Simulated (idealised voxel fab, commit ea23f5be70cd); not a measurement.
process module | voxel gate over fins
cross-section cut | 235 nm wide | cells 5 nm
A cross-section is a grid of square cells, given in bands from the top down. A band is one or more rows of cells.
Each band's line starts with the height of the band's top and of its bottom, in nm. Then come its materials from left to right, each with its width in nm. One material with "throughout" fills the band from edge to edge. "air" is empty space.
Height 0 is the level under which the wafer as received is all one material. The lowest band goes on downwards, as in "0 down".
A width such as "30 to 40" changes by the same amount from each row of cells to the next, from the band's top row to its bottom row.
"no change" after a step means that no cell of the cross-section changed.
closed voids: empty space of 8 cells or more with no open way to the top, each as width x height at its distance from the left edge, in nm
after a step's settings: what the simulator itself notes on the step
overlay nm, on a step with a mask: how far to the right of its planned place the mask lay; to the left if negative
plan
1 op RECEIVE | material Si
2 op CONFORMAL_DEP | material SiN | thk nm 5
3 op MASKED_ETCH | tone cover | mask id FINS | width nm 15 | pitch nm 55 | etch materials SiN | depth nm 5 | overlay nm 0
4 op MASKED_ETCH | tone cover | mask id FINS | width nm 15 | pitch nm 55 | etch materials Si | depth nm 40 | overlay nm 0
5 op OXIDIZE | depth nm 5
6 op FILL_DEP | material SiO2 | thk nm 5
7 op CMP | height nm 5
8 op MASKED_ETCH | tone open | mask id RAIL | width nm 15 | etch materials SiO2 | depth nm 40 | overlay nm 0
9 op CONFORMAL_DEP | material TiN | thk nm 5
10 op FILL_DEP | material W | thk nm 5
11 op CMP | height nm 5
12 op SELECTIVE_ETCH | etch materials W Ru TiN | depth nm 25
13 op FILL_DEP | material SiO2 | thk nm 5
14 op CMP | height nm 5
15 op SELECTIVE_ETCH | etch materials SiO2 | depth nm 15
16 op STRIP | etch materials SiN
17 op CONFORMAL_DEP | material HfO2 | thk nm 5
18 op CONFORMAL_DEP | material TiN | thk nm 5
19 op CONFORMAL_DEP | material TiAl | thk nm 5
20 op CONFORMAL_DEP | material TiN | thk nm 5
21 op FILL_DEP | material W | thk nm 10
22 op CMP | height nm 25
23 op CONFORMAL_DEP | material SiN | thk nm 10
as received, after step 1
  0 down: Si throughout
  closed voids: none
first wafer at the end, as planned
  35 to 25: SiN throughout
  25 to 20: W throughout
  20 to 15: W 40 | TiN 45 | W 10 | TiN 45 | W 10 | TiN 45 | W 40
  15 to 10: W 40 | TiN 5 | TiAl 35 | TiN 5 | W 10 | TiN 5 | TiAl 35 | TiN 5 | W 10 | TiN 5 | TiAl 35 | TiN 5 | W 40
  10 to 5: TiN 45 | TiAl 5 | TiN 25 | TiAl 5 | TiN 20 | TiAl 5 | TiN 25 | TiAl 5 | TiN 20 | TiAl 5 | TiN 25 | TiAl 5 | TiN 45
  5 to 0: TiAl 50 | TiN 5 | HfO2 15 | TiN 5 | TiAl 30 | TiN 5 | HfO2 15 | TiN 5 | TiAl 30 | TiN 5 | HfO2 15 | TiN 5 | TiAl 50
  0 to -5: TiN 55 | HfO2 5 | Si 5 | HfO2 5 | TiN 40 | HfO2 5 | Si 5 | HfO2 5 | TiN 40 | HfO2 5 | Si 5 | HfO2 5 | TiN 55
  -5 to -10: HfO2 60 | Si 5 | HfO2 50 | Si 5 | HfO2 50 | Si 5 | HfO2 60
  -10 to -20: SiO2 60 | Si 5 | SiO2 50 | Si 5 | SiO2 50 | Si 5 | SiO2 60
  -20 to -30: SiO2 60 | Si 5 | SiO2 15 | TiN 5 | W 5 | TiN 5 | SiO2 20 | Si 5 | SiO2 50 | Si 5 | SiO2 60
  -30 to -35: SiO2 60 | Si 5 | SiO2 15 | TiN 15 | SiO2 20 | Si 5 | SiO2 50 | Si 5 | SiO2 60
  -35 to -45: SiO2 60 | Si 5 | SiO2 50 | Si 5 | SiO2 50 | Si 5 | SiO2 60
  -45 down: Si throughout
  closed voids: none
second wafer at the end: like start, like plan, one mistake
  35 to 25: SiN throughout
  25 to 20: W throughout
  20 to 15: W 50 | TiN 45 | W 10 | TiN 45 | W 10 | TiN 45 | W 30
  15 to 10: W 40 | TiN 15 | TiAl 35 | TiN 20 | TiAl 35 | TiN 20 | TiAl 35 | TiN 5 | W 30
  10 to 5: TiN 45 | TiAl 15 | TiN 25 | TiAl 5 | TiN 10 | TiAl 15 | TiN 25 | TiAl 5 | TiN 10 | TiAl 15 | TiN 25 | TiAl 5 | TiN 35
  5 to 0: TiAl 50 | TiN 15 | HfO2 15 | TiN 5 | TiAl 20 | TiN 15 | HfO2 15 | TiN 5 | TiAl 20 | TiN 15 | HfO2 15 | TiN 5 | TiAl 40
  0 to -5: TiN 55 | HfO2 15 | Si 5 | HfO2 5 | TiN 30 | HfO2 15 | Si 5 | HfO2 5 | TiN 30 | HfO2 15 | Si 5 | HfO2 5 | TiN 45
  -5 to -10: HfO2 60 | Si 15 | HfO2 40 | Si 15 | HfO2 40 | Si 15 | HfO2 50
  -10 to -20: SiO2 60 | Si 15 | SiO2 40 | Si 15 | SiO2 40 | Si 15 | SiO2 50
  -20 to -30: SiO2 60 | Si 15 | SiO2 5 | TiN 5 | W 5 | TiN 5 | SiO2 20 | Si 15 | SiO2 40 | Si 15 | SiO2 50
  -30 to -35: SiO2 60 | Si 15 | SiO2 5 | TiN 15 | SiO2 20 | Si 15 | SiO2 40 | Si 15 | SiO2 50
  -35 to -45: SiO2 60 | Si 15 | SiO2 40 | Si 15 | SiO2 40 | Si 15 | SiO2 50
  -45 down: Si throughout
  closed voids: none
what went wrong: step 3 ran as: op MASKED_ETCH | tone cover | mask id FINS | width nm 15 | pitch nm 55 | etch materials SiN | depth nm 5 | overlay nm 10
at the end the second wafer has, in cells: 48 more of Si | 42 fewer of SiO2 | 6 fewer of W
